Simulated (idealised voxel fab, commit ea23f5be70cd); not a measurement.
Module name: voxel ribs on slabs (process module)
This is section cut - it's 250 nm across, gridded in 5 nm square cells.
Square cells in a grid make up a cross-section in this document, and the grid is given as bands, listed from the top down, each one or more rows of cells. Heights first: top, then bottom, in nm. Then materials, left to right, each with a width in nm. "everywhere" on a single material: fills the band edge to edge. "air": empty space. Height datum 0, below which the as-received substrate wafer is one material. Lowest band open at the bottom, running downward: "0 nm and below". Note: "30 to 40" means the width goes from the first number (top row of the band) to the second number (bottom row) in equal steps per row of cells. Given "nothing was modified" for a step, no cell of the cross-section differs between before and after that step. Any empty space of 8 cells or more lacking an open way to the top shows up in "Closed internal cavities" as width x height at distance, distance from the left edge, in nm. Text after the settings on a step's line: the simulator's own remark on that step. overlay nm: where the mask lay relative to plan, measured to the right, on steps with a mask; negatives go left.
[List of planned process steps]
- 1: RECEIVE [material Si]
- 2: DIRECTIONAL_DEP [material SiO2] [thk nm 25]
- 3: DIRECTIONAL_DEP [material polySi] [thk nm 15]
- 4: PATTERN [tone cover] [mask id RIB] [material resist] [width nm 30] [thk nm 20] [overlay nm 0]
- 5: DIRECTIONAL_ETCH [etch materials polySi] [depth nm 10]
- 6: STRIP [etch materials resist]
- 7: MASKED_ETCH [tone cover] [mask id SLAB] [width nm 90] [etch materials polySi] [depth nm 5] [overlay nm -15]
- 8: FILL_DEP [material SiO2] [thk nm 25]
- 9: CMP [height nm 60]
- 10: DIRECTIONAL_DEP [material TiN] [thk nm 5]
- 11: MASKED_ETCH [tone cover] [mask id HEATER] [width nm 40] [etch materials TiN] [depth nm 5] [overlay nm 0]
- 12: CONFORMAL_DEP [material SiO2] [thk nm 10]
varied across the wafers: overlay nm of step 7. The plan shows the first wafer's value. All wafers start alike
[First wafer of several, as received: cross-section after step 1]
> 0 nm and below | Si everywhere
> Closed internal cavities: none
[First wafer of several, cross-section, module end, after step 12 (last)]
> 75 nm to 70 nm | 95 air; 60 SiO2; 95 air
> 70 nm to 65 nm | SiO2 everywhere
> 65 nm to 60 nm | 105 SiO2; 40 TiN; 105 SiO2
> 60 nm to 40 nm | SiO2 everywhere
> 40 nm to 30 nm | 110 SiO2; 30 polySi; 110 SiO2
> 30 nm to 25 nm | 65 SiO2; 90 polySi; 95 SiO2
> 25 nm to 0 nm | SiO2 everywhere
> 0 nm and below | Si everywhere
> Closed internal cavities: none
[End of module: cross-section, last of several wafers]
> 75 nm to 70 nm | 95 air; 60 SiO2; 95 air
> 70 nm to 65 nm | SiO2 everywhere
> 65 nm to 60 nm | 105 SiO2; 40 TiN; 105 SiO2
> 60 nm to 40 nm | SiO2 everywhere
> 40 nm to 30 nm | 110 SiO2; 30 polySi; 110 SiO2
> 30 nm to 25 nm | 95 SiO2; 90 polySi; 65 SiO2
> 25 nm to 0 nm | SiO2 everywhere
> 0 nm and below | Si everywhere
> Closed internal cavities: none
[So in this table every wafer gets its own row, and what you see is where it stands at the end of the module: for each material, how many cells it picked up (+) or gave up (-) since we received it, and after that its closed voids]
overlay nm -15; +674 SiO2; +8 TiN; +30 polySi; Closed internal cavities: none
overlay nm -10; +674 SiO2; +8 TiN; +30 polySi; Closed internal cavities: none
overlay nm -5; +674 SiO2; +8 TiN; +30 polySi; Closed internal cavities: none
overlay nm 0; +674 SiO2; +8 TiN; +30 polySi; Closed internal cavities: none
overlay nm 5; +674 SiO2; +8 TiN; +30 polySi; Closed internal cavities: none
overlay nm 10; +674 SiO2; +8 TiN; +30 polySi; Closed internal cavities: none
overlay nm 15; +674 SiO2; +8 TiN; +30 polySi; Closed internal cavities: none
